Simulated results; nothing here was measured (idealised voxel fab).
The name of this process module is voxel gate over fins.
Pictured: cross-section cut, 205 nm wide, on a grid of 5 nm square cells.
Cross-section, as written here: a square-cell grid given band by band from the top down, where a band holds one or more rows of cells. A band entry consists of two parts. The first gives the height of the band's top and the height of its bottom, in nm. The rest lists the band's materials from left to right, each with its width in nm. A single material labelled with the word "throughout" fills the band from edge to edge, and the word "blank" marks empty space. Height is counted from the level 0, under which the received wafer is composed throughout of one material. The lowest of the bands is not closed at the bottom but continues downward, in the notation "z 0 and below". The expression "30..40" gives the width at the extremes of the band, the first number at its top row of cells and the second at its bottom row, with the width changing by equal amounts from each row to the next in between. "all unchanged" after a step means that no cell of the cross-section changed. Look at "Enclosed empty spaces" for the closed voids: empty spaces with no open path to the top, sized 8 cells or up. Each is width x height at distance, distance from the left edge, all nm. On a step's line, text after the settings is the simulator commenting on that step. overlay nm: mask right of planned place by this much (step with mask). Neg. = left.
BELOW IS THE LIST OF PLANNED PROCESS STEPS
1,RECEIVE | material Si
2,CONFORMAL_DEP | material SiN | thk nm 5
3,DIRECTIONAL_DEP | material aC | thk nm 15
4,PATTERN | tone cover | mask id FINS | material resist | width nm 15 | pitch nm 40 | thk nm 30 | overlay nm 0
5,DIRECTIONAL_ETCH | etch materials aC | depth nm 15
6,STRIP | etch materials resist
7,DIRECTIONAL_ETCH | etch materials SiN | depth nm 5
8,DIRECTIONAL_ETCH | etch materials Si | depth nm 30
9,STRIP | etch materials aC
10,FILL_DEP | material SiO2 | thk nm 10
11,CMP | height nm 5
12,SELECTIVE_ETCH | etch materials SiO2 | depth nm 20
13,STRIP | etch materials SiN
14,CONFORMAL_DEP | material HfO2 | thk nm 5
15,CONFORMAL_DEP | material TiN | thk nm 5
16,CONFORMAL_DEP | material TiAl | thk nm 5
17,CONFORMAL_DEP | material TiN | thk nm 5
18,FILL_DEP | material W | thk nm 10
19,CMP | height nm 25
20,CONFORMAL_DEP | material SiCN | thk nm 5
Variable across wafers: step 16 thk nm (plan value is that of the first wafer; starting state common to all).
CROSS-SECTION OF THE FIRST OF SEVERAL WAFERS ON RECEIPT, REFLECTING COMPLETION OF STEP 1
> z 0 and below | Si throughout
> Enclosed empty spaces: none
EACH ROW BELOW IS A WAFER AT THE END OF THE MODULE, LISTING FOR EVERY MATERIAL THE NUMBER OF CELLS IT HAS GAINED (+) OR LOST (-) SINCE IT WAS RECEIVED, FOLLOWED BY ITS CLOSED VOIDS
thk nm 5, +65 HfO2, -174 Si, +41 SiCN, +87 SiO2, +56 TiAl, +112 TiN, +59 W, Enclosed empty spaces: none
thk nm 10, +65 HfO2, -174 Si, +41 SiCN, +87 SiO2, +103 TiAl, +112 TiN, +12 W, Enclosed empty spaces: none
thk nm 15, +65 HfO2, -174 Si, +41 SiCN, +87 SiO2, +150 TiAl, +73 TiN, +4 W, Enclosed empty spaces: none
thk nm 20, +65 HfO2, -174 Si, +41 SiCN, +87 SiO2, +158 TiAl, +69 TiN, Enclosed empty spaces: none
